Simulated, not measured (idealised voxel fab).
Process module, titled voxel self aligned vias
Each square cell in cross-section cut measures 5 nm, and the section as a whole is 290 nm wide.
For the purposes of this document, a cross-section shall be understood as a grid of square cells, specified as bands listed in top-to-bottom order, each band consisting of one or more rows of cells.
Quick guide to a band line: top height, bottom height (nm) up front; then every material left to right with its width in nm. Only one material and it's marked "edge to edge"? Then it fills the band edge to edge. And "air" just means empty space.
Zero point of the height axis is 0; under it, received wafer = one material. Lowest band: continues down indefinitely, "0 -> down".
The expression "30->40" gives the width at the extremes of the band, the first number at its top row of cells and the second at its bottom row, with the width changing by equal amounts from each row to the next in between.
Reading "left unchanged" for a step: not a cell of the cross-section changed in it.
So "Enclosed voids" is basically the list of trapped voids: any empty space of 8 cells or more that can't reach the top through an opening. They're written width x height at distance, the distance being from the left edge, and it's all nm.
The remark found on a step's line after its settings is issued by the simulator itself and pertains to that step.
On any step carrying a mask, the "overlay nm" setting, if present on the step's line, tells how far right of its planned place the mask lay; negative values point to the left.
# Below is the list of planned process steps
step 1: RECEIVE with material Si
step 2: CONFORMAL_DEP with material SiO2, thk nm 15
step 3: CONFORMAL_DEP with material SiCN, thk nm 5
step 4: DIRECTIONAL_DEP with material SiO2, thk nm 20
step 5: PATTERN with tone open, mask id LINES, material resist, width nm 25, pitch nm 55, thk nm 15, overlay nm 0
step 6: DIRECTIONAL_ETCH with etch materials SiO2, depth nm 20
step 7: STRIP with etch materials resist
step 8: CONFORMAL_DEP with material TiN, thk nm 5
step 9: FILL_DEP with material Ru, thk nm 5
step 10: CMP with height nm 40
step 11: SELECTIVE_ETCH with etch materials W Ru TiN, depth nm 10
step 12: FILL_DEP with material SiN, thk nm 10
step 13: CMP with height nm 40
step 14: DIRECTIONAL_DEP with material SiO2, thk nm 15
step 15: DIRECTIONAL_DEP with material aC, thk nm 15
step 16: PATTERN with tone open, mask id VIAS, material resist, width nm 35, pitch nm 55, thk nm 35, overlay nm 0
step 17: DIRECTIONAL_ETCH with etch materials aC, depth nm 15
step 18: STRIP with etch materials resist
step 19: DIRECTIONAL_ETCH with etch materials SiO2, depth nm 5
step 20: DIRECTIONAL_ETCH with etch materials SiN, depth nm 10
step 21: STRIP with etch materials aC
step 22: CONFORMAL_DEP with material TiN, thk nm 5
step 23: FILL_DEP with material Ru, thk nm 5
step 24: CMP with height nm 55
step 25: CONFORMAL_DEP with material SiCN, thk nm 5
Keep in mind the plan's value for the depth nm of step 19 comes from the first wafer; the wafers don't share that setting, but they do share the same starting point.
# Incoming state of the first of several wafers in cross-section: after step 1
0 -> down = Si edge to edge
Enclosed voids: none
# End of the module, past its last step, step 25: how the first of several wafers looks in cross-section
60 -> 55 = SiCN edge to edge
55 -> 50 = SiO2: 100 | TiN: 35 | SiO2: 20 | TiN: 35 | SiO2: 100
50 -> 40 = SiO2 edge to edge
40 -> 30 = SiO2: 105 | SiN: 25 | SiO2: 30 | SiN: 25 | SiO2: 105
30 -> 25 = SiO2: 105 | TiN: 5 | Ru: 15 | TiN: 5 | SiO2: 30 | TiN: 5 | Ru: 15 | TiN: 5 | SiO2: 105
25 -> 20 = SiO2: 105 | TiN: 25 | SiO2: 30 | TiN: 25 | SiO2: 105
20 -> 15 = SiCN edge to edge
15 -> 0 = SiO2 edge to edge
0 -> down = Si edge to edge
Enclosed voids: none
# Cross-section of the last wafer at end of module
60 -> 55 = SiCN edge to edge
55 -> 35 = SiO2: 100 | TiN: 5 | Ru: 25 | TiN: 5 | SiO2: 20 | TiN: 5 | Ru: 25 | TiN: 5 | SiO2: 100
35 -> 30 = SiO2: 100 | TiN: 35 | SiO2: 20 | TiN: 35 | SiO2: 100
30 -> 25 = SiO2: 100 | TiN: 10 | Ru: 15 | TiN: 10 | SiO2: 20 | TiN: 10 | Ru: 15 | TiN: 10 | SiO2: 100
25 -> 20 = SiO2: 105 | TiN: 25 | SiO2: 30 | TiN: 25 | SiO2: 105
20 -> 15 = SiCN edge to edge
15 -> 0 = SiO2 edge to edge
0 -> down = Si edge to edge
Enclosed voids: none
# Table: wafers, a row each; end-of-module cell change per material since receipt, gain (+), loss (-); then closed voids
depth nm 5, +6 Ru, +116 SiCN, +20 SiN, +526 SiO2, +28 TiN, Enclosed voids: none
depth nm 10, +16 Ru, +116 SiCN, +20 SiN, +512 SiO2, +32 TiN, Enclosed voids: none
depth nm 15, +38 Ru, +116 SiCN, +498 SiO2, +44 TiN, Enclosed voids: none
depth nm 20, +42 Ru, +116 SiCN, +494 SiO2, +44 TiN, Enclosed voids: none
depth nm 25, +46 Ru, +116 SiCN, +490 SiO2, +44 TiN, Enclosed voids: none
depth nm 30, +46 Ru, +116 SiCN, +486 SiO2, +48 TiN, Enclosed voids: none
